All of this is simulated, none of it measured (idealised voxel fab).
This section sets out a process module, namely voxel transistor to metal.
We display cut, a cross-section 290 nm in width whose square cells are each 5 nm.
A cross-section is a grid of square cells, given in bands from the top down. A band is one or more rows of cells. First you get the band's top height and its bottom height, in nm, and then the materials it's made of, left to right, with each width in nm. If you see a single material with "throughout", that one covers the band edge to edge. "empty" is empty space. Where do heights start? At 0: under that level the wafer as delivered is made of one material only. And the lowest band has no floor; it just carries on downward, as in "from 0 down". A width such as "30..40" changes by the same amount from each row of cells to the next, from the band's top row to its bottom row. No cell of the cross-section changed in a step that is given as "same as before". Each empty space that has no open way to the top and spans at least 8 cells appears under "Voids, sealed" as width x height at distance, the distance counted from the left edge, all in nm. Text after the settings on a step's line: the simulator's own remark on that step. When a step includes a mask, the "overlay nm" setting on its line states how far to the right of its planned place that mask lay, and negative values state how far to the left. Quick note on how to read the rest: it's all pairs. You get the cross-section before a process step and the one after, but the after one only goes down as far as the lowest band that changed. The step in between, with its settings, sits under the pair. Heads up, the pairs can come from different runs of this module on the same starting wafer, so don't assume a pair picks up from the one above unless its "Pre-step cross-section" entry says it does.
### Pre-step cross-section
    from 75 to 65: aC throughout
    from 65 to 45: lowk throughout
    from 45 to 40: SiN throughout
    from 40 to 25: 45 SiO2 / 5 TiN / 10 W / 5 TiN / 45 SiO2 / 5 TiN / 10 W / 5 TiN / 30 SiO2 / 5 TiN / 10 W / 5 TiN / 45 SiO2 / 5 TiN / 10 W / 5 TiN / 45 SiO2
    from 25 to 15: 45 SiO2 / 5 TiN / 10 W / 5 TiN / 10 SiN / 5 SiO2 / 15 SiCN / 5 SiO2 / 10 SiN / 5 TiN / 10 W / 5 TiN / 30 SiO2 / 5 TiN / 10 W / 5 TiN / 10 SiN / 5 SiO2 / 15 SiCN / 5 SiO2 / 10 SiN / 5 TiN / 10 W / 5 TiN / 45 SiO2
    from 15 to 5: 45 SiO2 / 5 TiN / 10 W / 5 TiN / 10 SiN / 5 SiO2 / 15 polySi / 5 SiO2 / 10 SiN / 5 TiN / 10 W / 5 TiN / 30 SiO2 / 5 TiN / 10 W / 5 TiN / 10 SiN / 5 SiO2 / 15 polySi / 5 SiO2 / 10 SiN / 5 TiN / 10 W / 5 TiN / 45 SiO2
    from 5 to 0: 45 SiO2 / 20 TiN / 10 SiN / 5 SiO2 / 15 polySi / 5 SiO2 / 10 SiN / 20 TiN / 30 SiO2 / 20 TiN / 10 SiN / 5 SiO2 / 15 polySi / 5 SiO2 / 10 SiN / 20 TiN / 45 SiO2
    from 0 to -5: 40 SiO2 / 10 SiN / 15 nSi / 10 SiN / 5 SiO2 / 15 polySi / 5 SiO2 / 10 SiN / 15 nSi / 10 SiN / 20 SiO2 / 10 SiN / 15 nSi / 10 SiN / 5 SiO2 / 15 polySi / 5 SiO2 / 10 SiN / 15 nSi / 10 SiN / 40 SiO2
    from -5 to -10: 50 SiO2 / 15 nSi / 45 SiO2 / 15 nSi / 40 SiO2 / 15 nSi / 45 SiO2 / 15 nSi / 50 SiO2
    from -10 to -20: 40 SiO2 / 10 Si / 15 nSi / 45 Si / 15 nSi / 10 Si / 20 SiO2 / 10 Si / 15 nSi / 45 Si / 15 nSi / 10 Si / 40 SiO2
    from -20 to -40: 40 SiO2 / 95 Si / 20 SiO2 / 95 Si / 40 SiO2
    from -40 down: Si throughout
    Voids, sealed: none
### Step Outcome
    from 100 to 75: 50 resist / 15 empty / 50 resist / 15 empty / 35 resist / 15 empty / 50 resist / 15 empty / 45 resist
    Anything lower than 75 is untouched.
    Voids, sealed: none
The process step bridging the two cross-sections above: PATTERN with tone open, mask id METAL_1, material resist, width nm 15, thk nm 25, overlay nm 0
Pre-step cross-section: The cross-section prior to this step is the one presented after the step of the pair immediately above.
### Step Outcome
    from 90 to 75: 50 resist / 15 empty / 50 resist / 15 empty / 35 resist / 15 empty / 50 resist / 15 empty / 45 resist
    from 75 to 65: 50 aC / 15 empty / 50 aC / 15 empty / 35 aC / 15 empty / 50 aC / 15 empty / 45 aC
    Anything lower than 65 is untouched.
    Voids, sealed: none
The process step bridging the two cross-sections above: DIRECTIONAL_ETCH with etch materials aC, depth nm 10
Pre-step cross-section: The cross-section prior to this step is the one presented after the step of the pair immediately above.
### Step Outcome
    from 75 to 65: 50 aC / 15 empty / 50 aC / 15 empty / 35 aC / 15 empty / 50 aC / 15 empty / 45 aC
    Anything lower than 65 is untouched.
    Voids, sealed: none
The process step bridging the two cross-sections above: STRIP with etch materials resist
Pre-step cross-section: The cross-section prior to this step is the one presented after the step of the pair immediately above.
### Step Outcome
    from 75 to 65: 50 aC / 15 empty / 50 aC / 15 empty / 35 aC / 15 empty / 50 aC / 15 empty / 45 aC
    from 65 to 45: 50 lowk / 15 empty / 50 lowk / 15 empty / 35 lowk / 15 empty / 50 lowk / 15 empty / 45 lowk
    Anything lower than 45 is untouched.
    Voids, sealed: none
The process step bridging the two cross-sections above: DIRECTIONAL_ETCH with etch materials lowk, depth nm 20
Pre-step cross-section: The cross-section prior to this step is the one presented after the step of the pair immediately above.
### Step Outcome
    from 75 to 65: 50 aC / 15 empty / 50 aC / 15 empty / 35 aC / 15 empty / 50 aC / 15 empty / 45 aC
    from 65 to 45: 50 lowk / 15 empty / 50 lowk / 15 empty / 35 lowk / 15 empty / 50 lowk / 15 empty / 45 lowk
    from 45 to 40: 50 SiN / 15 empty / 50 SiN / 15 empty / 35 SiN / 15 empty / 50 SiN / 15 empty / 45 SiN
    Anything lower than 40 is untouched.
    Voids, sealed: none
The process step bridging the two cross-sections above: DIRECTIONAL_ETCH with etch materials SiN, depth nm 5
Pre-step cross-section: The cross-section prior to this step is the one presented after the step of the pair immediately above.
### Step Outcome
    from 65 to 45: 50 lowk / 15 empty / 50 lowk / 15 empty / 35 lowk / 15 empty / 50 lowk / 15 empty / 45 lowk
    Anything lower than 45 is untouched.
    Voids, sealed: none
The process step bridging the two cross-sections above: STRIP with etch materials aC
Pre-step cross-section: The cross-section prior to this step is the one presented after the step of the pair immediately above.
### Step Outcome
    from 70 to 65: 55 TiN / 5 empty / 60 TiN / 5 empty / 45 TiN / 5 empty / 60 TiN / 5 empty / 50 TiN
    from 65 to 45: 50 lowk / 5 TiN / 5 empty / 5 TiN / 50 lowk / 5 TiN / 5 empty / 5 TiN / 35 lowk / 5 TiN / 5 empty / 5 TiN / 50 lowk / 5 TiN / 5 empty / 5 TiN / 45 lowk
    from 45 to 40: 50 SiN / 15 TiN / 50 SiN / 15 TiN / 35 SiN / 15 TiN / 50 SiN / 15 TiN / 45 SiN
    Anything lower than 40 is untouched.
    Voids, sealed: none
The process step bridging the two cross-sections above: CONFORMAL_DEP with material TiN, thk nm 5
Pre-step cross-section: The cross-section prior to this step is the one presented after the step of the pair immediately above.
### Step Outcome
    from 75 to 70: Cu throughout
    from 70 to 65: 55 TiN / 5 Cu / 60 TiN / 5 Cu / 45 TiN / 5 Cu / 60 TiN / 5 Cu / 50 TiN
    from 65 to 45: 50 lowk / 5 TiN / 5 Cu / 5 TiN / 50 lowk / 5 TiN / 5 Cu / 5 TiN / 35 lowk / 5 TiN / 5 Cu / 5 TiN / 50 lowk / 5 TiN / 5 Cu / 5 TiN / 45 lowk
    Anything lower than 45 is untouched.
    Voids, sealed: none
The process step bridging the two cross-sections above: FILL_DEP with material Cu, thk nm 5
Pre-step cross-section: The cross-section prior to this step is the one presented after the step of the pair immediately above.
### Step Outcome
    from 65 to 45: 50 lowk / 5 TiN / 5 Cu / 5 TiN / 50 lowk / 5 TiN / 5 Cu / 5 TiN / 35 lowk / 5 TiN / 5 Cu / 5 TiN / 50 lowk / 5 TiN / 5 Cu / 5 TiN / 45 lowk
    Anything lower than 45 is untouched.
    Voids, sealed: none
The process step bridging the two cross-sections above: CMP with height nm 65
Pre-step cross-section: The cross-section prior to this step is the one presented after the step of the pair immediately above.
### Step Outcome
    from 70 to 65: SiCN throughout
    Anything lower than 65 is untouched.
    Voids, sealed: none
The process step bridging the two cross-sections above: CONFORMAL_DEP with material SiCN, thk nm 5
Pre-step cross-section: The cross-section prior to this step is the one presented after the step of the pair immediately above.
### Step Outcome
    from 100 to 70: lowk throughout
    Anything lower than 70 is untouched.
    Voids, sealed: none
The process step bridging the two cross-sections above: DIRECTIONAL_DEP with material lowk, thk nm 30
Pre-step cross-section: The cross-section prior to this step is the one presented after the step of the pair immediately above.
### Step Outcome
    from 115 to 100: aC throughout
    Anything lower than 100 is untouched.
    Voids, sealed: none
The process step bridging the two cross-sections above: DIRECTIONAL_DEP with material aC, thk nm 15
Pre-step cross-section: The cross-section prior to this step is the one presented after the step of the pair immediately above.
### Step Outcome
    from 150 to 115: 45 resist / 20 empty / 95 resist / 20 empty / 110 resist
    Anything lower than 115 is untouched.
    Voids, sealed: none
The process step bridging the two cross-sections above: PATTERN with tone open, mask id METAL_2, material resist, width nm 20, pitch nm 115, thk nm 35, overlay nm 0
Pre-step cross-section: The cross-section prior to this step is the one presented after the step of the pair immediately above.
### Step Outcome
    from 135 to 115: 45 resist / 20 empty / 95 resist / 20 empty / 110 resist
    from 115 to 100: 45 aC / 20 empty / 95 aC / 20 empty / 110 aC
    Anything lower than 100 is untouched.
    Voids, sealed: none
The process step bridging the two cross-sections above: DIRECTIONAL_ETCH with etch materials aC, depth nm 15
Pre-step cross-section: The cross-section prior to this step is the one presented after the step of the pair immediately above.
### Step Outcome
    from 115 to 100: 45 aC / 20 empty / 95 aC / 20 empty / 110 aC
    Anything lower than 100 is untouched.
    Voids, sealed: none
The process step bridging the two cross-sections above: STRIP with etch materials resist
Pre-step cross-section: The cross-section prior to this step is the one presented after the step of the pair immediately above.
### Step Outcome
    from 115 to 100: 45 aC / 20 empty / 95 aC / 20 empty / 110 aC
    from 100 to 80: 45 lowk / 20 empty / 95 lowk / 20 empty / 110 lowk
    Anything lower than 80 is untouched.
    Voids, sealed: none
The process step bridging the two cross-sections above: DIRECTIONAL_ETCH with etch materials lowk, depth nm 20
Pre-step cross-section: The cross-section prior to this step is the one presented after the step of the pair immediately above.
### Step Outcome
    from 100 to 80: 45 lowk / 20 empty / 95 lowk / 20 empty / 110 lowk
    Anything lower than 80 is untouched.
    Voids, sealed: none
The process step bridging the two cross-sections above: STRIP with etch materials aC
Pre-step cross-section: The cross-section prior to this step is the one presented after the step of the pair immediately above.
### Step Outcome
    from 100 to 80: 45 lowk / 20 empty / 95 lowk / 20 empty / 110 lowk
    from 80 to 70: 45 lowk / 15 empty / 100 lowk / 15 empty / 115 lowk
    Anything lower than 70 is untouched.
    Voids, sealed: none
The process step bridging the two cross-sections above: MASKED_ETCH with tone open, mask id METAL_2_HOLES, width nm 15, pitch nm 115, etch materials lowk, depth nm 10, overlay nm 0
Pre-step cross-section: The cross-section prior to this step is the one presented after the step of the pair immediately above.
### Step Outcome
    from 100 to 80: 45 lowk / 20 empty / 95 lowk / 20 empty / 110 lowk
    from 80 to 70: 45 lowk / 15 empty / 100 lowk / 15 empty / 115 lowk
    from 70 to 65: 45 SiCN / 15 empty / 100 SiCN / 15 empty / 115 SiCN
    Anything lower than 65 is untouched.
    Voids, sealed: none
The process step bridging the two cross-sections above: MASKED_ETCH with tone open, mask id METAL_2_HOLES, width nm 15, pitch nm 115, etch materials SiCN, depth nm 5, overlay nm 0
Pre-step cross-section: The cross-section prior to this step is the one presented after the step of the pair immediately above.
### Step Outcome
    from 105 to 100: 50 TiN / 10 empty / 105 TiN / 10 empty / 115 TiN
    from 100 to 85: 45 lowk / 5 TiN / 10 empty / 5 TiN / 95 lowk / 5 TiN / 10 empty / 5 TiN / 110 lowk
    from 85 to 80: 45 lowk / 5 TiN / 5 empty / 10 TiN / 95 lowk / 5 TiN / 5 empty / 10 TiN / 110 lowk
    from 80 to 70: 45 lowk / 5 TiN / 5 empty / 5 TiN / 100 lowk / 5 TiN / 5 empty / 5 TiN / 115 lowk
    from 70 to 65: 45 SiCN / 15 TiN / 100 SiCN / 15 TiN / 115 SiCN
    Anything lower than 65 is untouched.
    Voids, sealed: none
The process step bridging the two cross-sections above: CONFORMAL_DEP with material TiN, thk nm 5
Pre-step cross-section: The cross-section prior to this step is the one presented after the step of the pair immediately above.
### Step Outcome
    from 110 to 105: Cu throughout
    from 105 to 100: 50 TiN / 10 Cu / 105 TiN / 10 Cu / 115 TiN
    from 100 to 85: 45 lowk / 5 TiN / 10 Cu / 5 TiN / 95 lowk / 5 TiN / 10 Cu / 5 TiN / 110 lowk
    from 85 to 80: 45 lowk / 5 TiN / 5 Cu / 10 TiN / 95 lowk / 5 TiN / 5 Cu / 10 TiN / 110 lowk
    from 80 to 70: 45 lowk / 5 TiN / 5 Cu / 5 TiN / 100 lowk / 5 TiN / 5 Cu / 5 TiN / 115 lowk
    Anything lower than 70 is untouched.
    Voids, sealed: none
The process step bridging the two cross-sections above: FILL_DEP with material Cu, thk nm 5
Pre-step cross-section: The cross-section prior to this step is the one presented after the step of the pair immediately above.
### Step Outcome
    from 100 to 85: 45 lowk / 5 TiN / 10 Cu / 5 TiN / 95 lowk / 5 TiN / 10 Cu / 5 TiN / 110 lowk
    Anything lower than 85 is untouched.
    Voids, sealed: none
The process step bridging the two cross-sections above: CMP with height nm 100
Pre-step cross-section: The cross-section prior to this step is the one presented after the step of the pair immediately above.
### Step Outcome
    from 105 to 100: SiCN throughout
    Anything lower than 100 is untouched.
    Voids, sealed: none
The process step bridging the two cross-sections above: CONFORMAL_DEP with material SiCN, thk nm 5
### Pre-step cross-section
    from 25 to 20: 80 empty / 15 SiCN / 100 empty / 15 SiCN / 80 empty
    from 20 to 15: 35 polySi / 45 empty / 15 SiCN / 45 empty / 10 polySi / 45 empty / 15 SiCN / 45 empty / 35 polySi
    from 15 to 0: polySi throughout
    from 0 to -5: 35 SiO2 / 105 polySi / 10 SiO2 / 105 polySi / 35 SiO2
    from -5 to -10: SiO2 throughout
    from -10 to -40: 40 SiO2 / 95 Si / 20 SiO2 / 95 Si / 40 SiO2
    from -40 down: Si throughout
    Voids, sealed: none
### Step Outcome
    from 25 to 15: 80 empty / 15 SiCN / 100 empty / 15 SiCN / 80 empty
    from 15 to 0: 80 empty / 25 polySi / 90 empty / 25 polySi / 70 empty
    from 0 to -5: 35 SiO2 / 45 empty / 25 polySi / 35 empty / 10 SiO2 / 45 empty / 25 polySi / 35 empty / 35 SiO2
    Anything lower than -5 is untouched.
    Voids, sealed: none
The process step bridging the two cross-sections above: MASKED_ETCH with tone cover, mask id GATE, width nm 15, pitch nm 115, etch materials polySi, depth nm 30, overlay nm 10
Pre-step cross-section: The cross-section prior to this step is the one presented after the step of the pair immediately above.
### Step Outcome
    from 30 to 25: 75 empty / 25 SiO2 / 90 empty / 25 SiO2 / 75 empty
    from 25 to 15: 75 empty / 5 SiO2 / 15 SiCN / 5..15 SiO2 / 90..80 empty / 5 SiO2 / 15 SiCN / 5..15 SiO2 / 75..65 empty
    from 15 to 5: 75 empty / 5 SiO2 / 25 polySi / 5 SiO2 / 80 empty / 5 SiO2 / 25 polySi / 5 SiO2 / 65 empty
    from 5 to 0: 40 SiO2 / 35 empty / 5 SiO2 / 25 polySi / 5 SiO2 / 25 empty / 20 SiO2 / 35 empty / 5 SiO2 / 25 polySi / 5 SiO2 / 25 empty / 40 SiO2
    from 0 to -5: 80 SiO2 / 25 polySi / 90 SiO2 / 25 polySi / 70 SiO2
    Anything lower than -5 is untouched.
    Voids, sealed: none
The process step bridging the two cross-sections above: CONFORMAL_DEP with material SiO2, thk nm 5
Pre-step cross-section: The cross-section prior to this step is the one presented after the step of the pair immediately above.
### Step Outcome
    from 25 to 15: 75 empty / 5 SiO2 / 15 SiCN / 5 SiO2 / 90 empty / 5 SiO2 / 15 SiCN / 5 SiO2 / 75 empty
    from 15 to 0: 75 empty / 5 SiO2 / 25 polySi / 5 SiO2 / 80 empty / 5 SiO2 / 25 polySi / 5 SiO2 / 65 empty
    from 0 to -5: 40 SiO2 / 35 empty / 5 SiO2 / 25 polySi / 5 SiO2 / 25 empty / 20 SiO2 / 35 empty / 5 SiO2 / 25 polySi / 5 SiO2 / 25 empty / 40 SiO2
    Anything lower than -5 is untouched.
    Voids, sealed: none
The process step bridging the two cross-sections above: DIRECTIONAL_ETCH with etch materials SiO2, depth nm 5
Pre-step cross-section: The cross-section prior to this step is the one presented after the step of the pair immediately above.
### Step Outcome
    from 35 to 25: 65 empty / 45 SiN / 70 empty / 45 SiN / 65 empty
    from 25 to 15: 65 empty / 10 SiN / 5 SiO2 / 15 SiCN / 5 SiO2 / 20 SiN / 60 empty / 10 SiN / 5 SiO2 / 15 SiCN / 5 SiO2 / 20 SiN / 55 empty
    from 15 to 10: 65 empty / 10 SiN / 5 SiO2 / 25 polySi / 5 SiO2 / 10 SiN / 60 empty / 10 SiN / 5 SiO2 / 25 polySi / 5 SiO2 / 10 SiN / 55 empty
    from 10 to 5: 50 SiN / 15 empty / 10 SiN / 5 SiO2 / 25 polySi / 5 SiO2 / 10 SiN / 5 empty / 40 SiN / 15 empty / 10 SiN / 5 SiO2 / 25 polySi / 5 SiO2 / 10 SiN / 5 empty / 50 SiN
    from 5 to 0: 75 SiN / 5 SiO2 / 25 polySi / 5 SiO2 / 80 SiN / 5 SiO2 / 25 polySi / 5 SiO2 / 65 SiN
    from 0 to -5: 40 SiO2 / 35 SiN / 5 SiO2 / 25 polySi / 5 SiO2 / 25 SiN / 20 SiO2 / 35 SiN / 5 SiO2 / 25 polySi / 5 SiO2 / 25 SiN / 40 SiO2
    Anything lower than -5 is untouched.
    Voids, sealed: none
The process step bridging the two cross-sections above: CONFORMAL_DEP with material SiN, thk nm 10
Pre-step cross-section: The cross-section prior to this step is the one presented after the step of the pair immediately above.
### Step Outcome
    from 25 to 15: 65 empty / 10 SiN / 5 SiO2 / 15 SiCN / 5 SiO2 / 10 SiN / 70 empty / 10 SiN / 5 SiO2 / 15 SiCN / 5 SiO2 / 10 SiN / 65 empty
    from 15 to 0: 65 empty / 10 SiN / 5 SiO2 / 25 polySi / 5 SiO2 / 10 SiN / 60 empty / 10 SiN / 5 SiO2 / 25 polySi / 5 SiO2 / 10 SiN / 55 empty
    from 0 to -5: 40 SiO2 / 10 SiN / 15 empty / 10 SiN / 5 SiO2 / 25 polySi / 5 SiO2 / 10 SiN / 5 empty / 10 SiN / 20 SiO2 / 10 SiN / 15 empty / 10 SiN / 5 SiO2 / 25 polySi / 5 SiO2 / 10 SiN / 5 empty / 10 SiN / 40 SiO2
    Anything lower than -5 is untouched.
    Voids, sealed: none
The process step bridging the two cross-sections above: DIRECTIONAL_ETCH with etch materials SiN, depth nm 10
Pre-step cross-section: The cross-section prior to this step is the one presented after the step of the pair immediately above.
### Step Outcome
    from 25 to 20: 65 empty / 10 SiN / 5 empty / 15 SiCN / 5 empty / 10 SiN / 70 empty / 10 SiN / 5 empty / 15 SiCN / 5 empty / 10 SiN / 65 empty
    from 20 to 15: 65 empty / 10 SiN / 5 SiO2 / 15 SiCN / 5 SiO2 / 10 SiN / 70 empty / 10 SiN / 5 SiO2 / 15 SiCN / 5 SiO2 / 10 SiN / 65 empty
    from 15 to 0: 65 empty / 10 SiN / 5 SiO2 / 25 polySi / 5 SiO2 / 10 SiN / 60 empty / 10 SiN / 5 SiO2 / 25 polySi / 5 SiO2 / 10 SiN / 55 empty
    from 0 to -5: 40 empty / 10 SiN / 15 empty / 10 SiN / 5 SiO2 / 25 polySi / 5 SiO2 / 10 SiN / 5 empty / 10 SiN / 20 empty / 10 SiN / 15 empty / 10 SiN / 5 SiO2 / 25 polySi / 5 SiO2 / 10 SiN / 5 empty / 10 SiN / 40 empty
    from -5 to -10: 50 SiO2 / 15 empty / 55 SiO2 / 5 empty / 40 SiO2 / 15 empty / 55 SiO2 / 5 empty / 50 SiO2
    Anything lower than -10 is untouched.
    Voids, sealed: none
The process step bridging the two cross-sections above: DIRECTIONAL_ETCH with etch materials SiO2, depth nm 5
Pre-step cross-section: The cross-section prior to this step is the one presented after the step of the pair immediately above.
### Step Outcome
    from 25 to 20: 65 empty / 10 SiN / 5 empty / 15 SiCN / 5 empty / 10 SiN / 70 empty / 10 SiN / 5 empty / 15 SiCN / 5 empty / 10 SiN / 65 empty
    from 20 to 15: 65 empty / 10 SiN / 5 SiO2 / 15 SiCN / 5 SiO2 / 10 SiN / 70 empty / 10 SiN / 5 SiO2 / 15 SiCN / 5 SiO2 / 10 SiN / 65 empty
    from 15 to 0: 65 empty / 10 SiN / 5 SiO2 / 25 polySi / 5 SiO2 / 10 SiN / 60 empty / 10 SiN / 5 SiO2 / 25 polySi / 5 SiO2 / 10 SiN / 55 empty
    from 0 to -5: 40 empty / 10 SiN / 15 empty / 10 SiN / 5 SiO2 / 25 polySi / 5 SiO2 / 10 SiN / 5 empty / 10 SiN / 20 empty / 10 SiN / 15 empty / 10 SiN / 5 SiO2 / 25 polySi / 5 SiO2 / 10 SiN / 5 empty / 10 SiN / 40 empty
    from -5 to -10: 50 SiO2 / 15 empty / 55 SiO2 / 5 empty / 40 SiO2 / 15 empty / 55 SiO2 / 5 empty / 50 SiO2
    from -10 to -20: 40 SiO2 / 10 Si / 15 empty / 55 Si / 5 empty / 10 Si / 20 SiO2 / 10 Si / 15 empty / 55 Si / 5 empty / 10 Si / 40 SiO2
    Anything lower than -20 is untouched.
    Voids, sealed: none
The process step bridging the two cross-sections above: DIRECTIONAL_ETCH with etch materials Si, depth nm 10
Pre-step cross-section: The cross-section prior to this step is the one presented after the step of the pair immediately above.
### Step Outcome
    from 25 to 20: 65 empty / 10 SiN / 5 empty / 15 SiCN / 5 empty / 10 SiN / 70 empty / 10 SiN / 5 empty / 15 SiCN / 5 empty / 10 SiN / 65 empty
    from 20 to 15: 65 empty / 10 SiN / 5 SiO2 / 15 SiCN / 5 SiO2 / 10 SiN / 70 empty / 10 SiN / 5 SiO2 / 15 SiCN / 5 SiO2 / 10 SiN / 65 empty
    from 15 to 0: 65 empty / 10 SiN / 5 SiO2 / 25 polySi / 5 SiO2 / 10 SiN / 60 empty / 10 SiN / 5 SiO2 / 25 polySi / 5 SiO2 / 10 SiN / 55 empty
    from 0 to -5: 40 empty / 10 SiN / 15 nSi / 10 SiN / 5 SiO2 / 25 polySi / 5 SiO2 / 10 SiN / 5 nSi / 10 SiN / 20 empty / 10 SiN / 15 nSi / 10 SiN / 5 SiO2 / 25 polySi / 5 SiO2 / 10 SiN / 5 nSi / 10 SiN / 40 empty
    from -5 to -10: 50 SiO2 / 15 nSi / 55 SiO2 / 5 nSi / 40 SiO2 / 15 nSi / 55 SiO2 / 5 nSi / 50 SiO2
    from -10 to -20: 40 SiO2 / 10 Si / 15 nSi / 55 Si / 5 nSi / 10 Si / 20 SiO2 / 10 Si / 15 nSi / 55 Si / 5 nSi / 10 Si / 40 SiO2
    Anything lower than -20 is untouched.
    Voids, sealed: none
The process step bridging the two cross-sections above: EPI with material nSi, thk nm 10
Pre-step cross-section: The cross-section prior to this step is the one presented after the step of the pair immediately above.
### Step Outcome
    from 35 to 25: SiO2 throughout
    from 25 to 15: 65 SiO2 / 10 SiN / 5 SiO2 / 15 SiCN / 5 SiO2 / 10 SiN / 70 SiO2 / 10 SiN / 5 SiO2 / 15 SiCN / 5 SiO2 / 10 SiN / 65 SiO2
    from 15 to 0: 65 SiO2 / 10 SiN / 5 SiO2 / 25 polySi / 5 SiO2 / 10 SiN / 60 SiO2 / 10 SiN / 5 SiO2 / 25 polySi / 5 SiO2 / 10 SiN / 55 SiO2
    from 0 to -5: 40 SiO2 / 10 SiN / 15 nSi / 10 SiN / 5 SiO2 / 25 polySi / 5 SiO2 / 10 SiN / 5 nSi / 10 SiN / 20 SiO2 / 10 SiN / 15 nSi / 10 SiN / 5 SiO2 / 25 polySi / 5 SiO2 / 10 SiN / 5 nSi / 10 SiN / 40 SiO2
    Anything lower than -5 is untouched.
    Voids, sealed: none
The process step bridging the two cross-sections above: FILL_DEP with material SiO2, thk nm 10
Pre-step cross-section: The cross-section prior to this step is the one presented after the step of the pair immediately above.
### Step Outcome
    from 25 to 15: 65 SiO2 / 10 SiN / 5 SiO2 / 15 SiCN / 5 SiO2 / 10 SiN / 70 SiO2 / 10 SiN / 5 SiO2 / 15 SiCN / 5 SiO2 / 10 SiN / 65 SiO2
    Anything lower than 15 is untouched.
    Voids, sealed: none
The process step bridging the two cross-sections above: CMP with height nm 25
Pre-step cross-section: The cross-section prior to this step is the one presented after the step of the pair immediately above.
### Step Outcome
    from 40 to 25: SiO2 throughout
    Anything lower than 25 is untouched.
    Voids, sealed: none
The process step bridging the two cross-sections above: DIRECTIONAL_DEP with material SiO2, thk nm 15
Pre-step cross-section: The cross-section prior to this step is the one presented after the step of the pair immediately above.
### Step Outcome
    from 55 to 40: 45 resist / 20 empty / 45 resist / 20 empty / 30 resist / 20 empty / 45 resist / 20 empty / 45 resist
    Anything lower than 40 is untouched.
    Voids, sealed: none
The process step bridging the two cross-sections above: PATTERN with tone open, mask id CONTACT, material resist, width nm 20, thk nm 15, overlay nm 0
Pre-step cross-section: The cross-section prior to this step is the one presented after the step of the pair immediately above.
### Step Outcome
    from 55 to 40: 45 resist / 20 empty / 45 resist / 20 empty / 30 resist / 20 empty / 45 resist / 20 empty / 45 resist
    from 40 to 25: 45 SiO2 / 20 empty / 45 SiO2 / 20 empty / 30 SiO2 / 20 empty / 45 SiO2 / 20 empty / 45 SiO2
    from 25 to 15: 45 SiO2 / 20 empty / 10 SiN / 5 SiO2 / 15 SiCN / 5 SiO2 / 10 SiN / 20 empty / 30 SiO2 / 20 empty / 10 SiN / 5 SiO2 / 15 SiCN / 5 SiO2 / 10 SiN / 20 empty / 45 SiO2
    from 15 to 0: 45 SiO2 / 20 empty / 10 SiN / 5 SiO2 / 25 polySi / 5 SiO2 / 10 SiN / 10 empty / 30 SiO2 / 20 empty / 10 SiN / 5 SiO2 / 25 polySi / 5 SiO2 / 10 SiN / 10 empty / 45 SiO2
    Anything lower than 0 is untouched.
    Voids, sealed: none
The process step bridging the two cross-sections above: DIRECTIONAL_ETCH with etch materials SiO2, depth nm 40
Pre-step cross-section: The cross-section prior to this step is the one presented after the step of the pair immediately above.
### Step Outcome
    from 40 to 25: 45 SiO2 / 20 empty / 45 SiO2 / 20 empty / 30 SiO2 / 20 empty / 45 SiO2 / 20 empty / 45 SiO2
    Anything lower than 25 is untouched.
    Voids, sealed: none
The process step bridging the two cross-sections above: STRIP with etch materials resist
Pre-step cross-section: The cross-section prior to this step is the one presented after the step of the pair immediately above.
### Step Outcome
    from 45 to 40: 50 TiN / 10 empty / 55 TiN / 10 empty / 40 TiN / 10 empty / 55 TiN / 10 empty / 50 TiN
    from 40 to 25: 45 SiO2 / 5 TiN / 10 empty / 5 TiN / 45 SiO2 / 5 TiN / 10 empty / 5 TiN / 30 SiO2 / 5 TiN / 10 empty / 5 TiN / 45 SiO2 / 5 TiN / 10 empty / 5 TiN / 45 SiO2
    from 25 to 20: 45 SiO2 / 5 TiN / 10 empty / 5 TiN / 10 SiN / 5 SiO2 / 15 SiCN / 5 SiO2 / 10 SiN / 5 TiN / 10 empty / 5 TiN / 30 SiO2 / 5 TiN / 10 empty / 5 TiN / 10 SiN / 5 SiO2 / 15 SiCN / 5 SiO2 / 10 SiN / 5 TiN / 10 empty / 5 TiN / 45 SiO2
    from 20 to 15: 45 SiO2 / 5 TiN / 10 empty / 5 TiN / 10 SiN / 5 SiO2 / 15 SiCN / 5 SiO2 / 10 SiN / 20 TiN / 30 SiO2 / 5 TiN / 10 empty / 5 TiN / 10 SiN / 5 SiO2 / 15 SiCN / 5 SiO2 / 10 SiN / 20 TiN / 45 SiO2
    from 15 to 5: 45 SiO2 / 5 TiN / 10 empty / 5 TiN / 10 SiN / 5 SiO2 / 25 polySi / 5 SiO2 / 10 SiN / 10 TiN / 30 SiO2 / 5 TiN / 10 empty / 5 TiN / 10 SiN / 5 SiO2 / 25 polySi / 5 SiO2 / 10 SiN / 10 TiN / 45 SiO2
    from 5 to 0: 45 SiO2 / 20 TiN / 10 SiN / 5 SiO2 / 25 polySi / 5 SiO2 / 10 SiN / 10 TiN / 30 SiO2 / 20 TiN / 10 SiN / 5 SiO2 / 25 polySi / 5 SiO2 / 10 SiN / 10 TiN / 45 SiO2
    Anything lower than 0 is untouched.
    Voids, sealed: none
The process step bridging the two cross-sections above: CONFORMAL_DEP with material TiN, thk nm 5
Pre-step cross-section: The cross-section prior to this step is the one presented after the step of the pair immediately above.
### Step Outcome
    from 55 to 45: W throughout
    from 45 to 40: 50 TiN / 10 W / 55 TiN / 10 W / 40 TiN / 10 W / 55 TiN / 10 W / 50 TiN
    from 40 to 25: 45 SiO2 / 5 TiN / 10 W / 5 TiN / 45 SiO2 / 5 TiN / 10 W / 5 TiN / 30 SiO2 / 5 TiN / 10 W / 5 TiN / 45 SiO2 / 5 TiN / 10 W / 5 TiN / 45 SiO2
    from 25 to 20: 45 SiO2 / 5 TiN / 10 W / 5 TiN / 10 SiN / 5 SiO2 / 15 SiCN / 5 SiO2 / 10 SiN / 5 TiN / 10 W / 5 TiN / 30 SiO2 / 5 TiN / 10 W / 5 TiN / 10 SiN / 5 SiO2 / 15 SiCN / 5 SiO2 / 10 SiN / 5 TiN / 10 W / 5 TiN / 45 SiO2
    from 20 to 15: 45 SiO2 / 5 TiN / 10 W / 5 TiN / 10 SiN / 5 SiO2 / 15 SiCN / 5 SiO2 / 10 SiN / 20 TiN / 30 SiO2 / 5 TiN / 10 W / 5 TiN / 10 SiN / 5 SiO2 / 15 SiCN / 5 SiO2 / 10 SiN / 20 TiN / 45 SiO2
    from 15 to 5: 45 SiO2 / 5 TiN / 10 W / 5 TiN / 10 SiN / 5 SiO2 / 25 polySi / 5 SiO2 / 10 SiN / 10 TiN / 30 SiO2 / 5 TiN / 10 W / 5 TiN / 10 SiN / 5 SiO2 / 25 polySi / 5 SiO2 / 10 SiN / 10 TiN / 45 SiO2
    Anything lower than 5 is untouched.
    Voids, sealed: none
The process step bridging the two cross-sections above: FILL_DEP with material W, thk nm 10
